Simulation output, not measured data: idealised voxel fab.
process module | voxel gate over fins
cross-section cut | 200 nm wide | cells 5 nm
A cross-section is a grid of square cells, given in bands from the top down. A band is one or more rows of cells.
Each band's line starts with the height of the band's top and of its bottom, in nm. Then come its materials from left to right, each with its width in nm. One material with "throughout" fills the band from edge to edge. "air" is empty space.
Height 0 is the level under which the wafer as received is all one material. The lowest band goes on downwards, as in "0 down".
A width such as "30 to 40" changes by the same amount from each row of cells to the next, from the band's top row to its bottom row.
"no change" after a step means that no cell of the cross-section changed.
closed voids: empty space of 8 cells or more with no open way to the top, each as width x height at its distance from the left edge, in nm
after a step's settings: what the simulator itself notes on the step
overlay nm, on a step with a mask: how far to the right of its planned place the mask lay; to the left if negative
plan
1 op RECEIVE | material Si
2 op CONFORMAL_DEP | material SiN | thk nm 5
3 op PATTERN | tone cover | mask id FINS | material resist | width nm 15 | pitch nm 50 | thk nm 15 | overlay nm 0
4 op DIRECTIONAL_ETCH | etch materials SiN | depth nm 5
5 op DIRECTIONAL_ETCH | etch materials Si | depth nm 30
6 op STRIP | etch materials resist
7 op FILL_DEP | material SiO2 | thk nm 15
8 op CMP | height nm 5
9 op MASKED_ETCH | tone open | mask id RAIL | width nm 15 | etch materials SiO2 | depth nm 30 | overlay nm -15
10 op CONFORMAL_DEP | material TiN | thk nm 5
11 op FILL_DEP | material W | thk nm 5
12 op CMP | height nm 5
13 op SELECTIVE_ETCH | etch materials W Ru TiN | depth nm 25
14 op FILL_DEP | material SiO2 | thk nm 5
15 op CMP | height nm 5
16 op SELECTIVE_ETCH | etch materials SiO2 | depth nm 15
17 op STRIP | etch materials SiN
18 op CONFORMAL_DEP | material HfO2 | thk nm 5
19 op CONFORMAL_DEP | material TiN | thk nm 5
20 op FILL_DEP | material W | thk nm 15
21 op CMP | height nm 20
22 op CONFORMAL_DEP | material SiN | thk nm 5
varied across the wafers: overlay nm of step 9. The plan shows the first wafer's value. All wafers start alike
first wafer as received, after step 1
  0 down: Si throughout
  closed voids: none
first wafer at the end, after step 22
  25 to 20: SiN throughout
  20 to 10: W throughout
  10 to 5: W 5 | TiN 35 | W 15 | TiN 35 | W 15 | TiN 35 | W 15 | TiN 35 | W 10
  5 to 0: W 5 | TiN 5 | HfO2 25 | TiN 5 | W 15 | TiN 5 | HfO2 25 | TiN 5 | W 15 | TiN 5 | HfO2 25 | TiN 5 | W 15 | TiN 5 | HfO2 25 | TiN 5 | W 10
  0 to -5: TiN 10 | HfO2 5 | Si 15 | HfO2 5 | TiN 25 | HfO2 5 | Si 15 | HfO2 5 | TiN 25 | HfO2 5 | Si 15 | HfO2 5 | TiN 25 | HfO2 5 | Si 15 | HfO2 5 | TiN 15
  -5 to -10: HfO2 15 | Si 15 | HfO2 35 | Si 15 | HfO2 35 | Si 15 | HfO2 35 | Si 15 | HfO2 20
  -10 to -20: SiO2 15 | Si 15 | SiO2 35 | Si 15 | SiO2 35 | Si 15 | SiO2 35 | Si 15 | SiO2 20
  -20 to -25: SiO2 15 | Si 15 | TiN 10 | SiO2 25 | Si 15 | SiO2 35 | Si 15 | SiO2 35 | Si 15 | SiO2 20
  -25 to -30: SiO2 15 | Si 15 | SiO2 35 | Si 15 | SiO2 35 | Si 15 | SiO2 35 | Si 15 | SiO2 20
  -30 down: Si throughout
  closed voids: none
last wafer at the end
  25 to 20: SiN throughout
  20 to 10: W throughout
  10 to 5: W 5 | TiN 35 | W 15 | TiN 35 | W 15 | TiN 35 | W 15 | TiN 35 | W 10
  5 to 0: W 5 | TiN 5 | HfO2 25 | TiN 5 | W 15 | TiN 5 | HfO2 25 | TiN 5 | W 15 | TiN 5 | HfO2 25 | TiN 5 | W 15 | TiN 5 | HfO2 25 | TiN 5 | W 10
  0 to -5: TiN 10 | HfO2 5 | Si 15 | HfO2 5 | TiN 25 | HfO2 5 | Si 15 | HfO2 5 | TiN 25 | HfO2 5 | Si 15 | HfO2 5 | TiN 25 | HfO2 5 | Si 15 | HfO2 5 | TiN 15
  -5 to -10: HfO2 15 | Si 15 | HfO2 35 | Si 15 | HfO2 35 | Si 15 | HfO2 35 | Si 15 | HfO2 20
  -10 to -20: SiO2 15 | Si 15 | SiO2 35 | Si 15 | SiO2 35 | Si 15 | SiO2 35 | Si 15 | SiO2 20
  -20 to -25: SiO2 15 | Si 15 | SiO2 25 | TiN 10 | Si 15 | SiO2 35 | Si 15 | SiO2 35 | Si 15 | SiO2 20
  -25 to -30: SiO2 15 | Si 15 | SiO2 35 | Si 15 | SiO2 35 | Si 15 | SiO2 35 | Si 15 | SiO2 20
  -30 down: Si throughout
  closed voids: none
each wafer at the end: cells of each material gained (+) or lost (-) since it was received, then its closed voids
overlay nm -15 | +56 HfO2 | -168 Si | +40 SiN | +110 SiO2 | +58 TiN | +104 W | closed voids: none
overlay nm -10 | +56 HfO2 | -168 Si | +40 SiN | +109 SiO2 | +59 TiN | +104 W | closed voids: none
overlay nm -5 | +56 HfO2 | -168 Si | +40 SiN | +109 SiO2 | +59 TiN | +104 W | closed voids: none
overlay nm 0 | +56 HfO2 | -168 Si | +40 SiN | +109 SiO2 | +59 TiN | +104 W | closed voids: none
overlay nm 5 | +56 HfO2 | -168 Si | +40 SiN | +109 SiO2 | +59 TiN | +104 W | closed voids: none
overlay nm 10 | +56 HfO2 | -168 Si | +40 SiN | +109 SiO2 | +59 TiN | +104 W | closed voids: none
overlay nm 15 | +56 HfO2 | -168 Si | +40 SiN | +110 SiO2 | +58 TiN | +104 W | closed voids: none
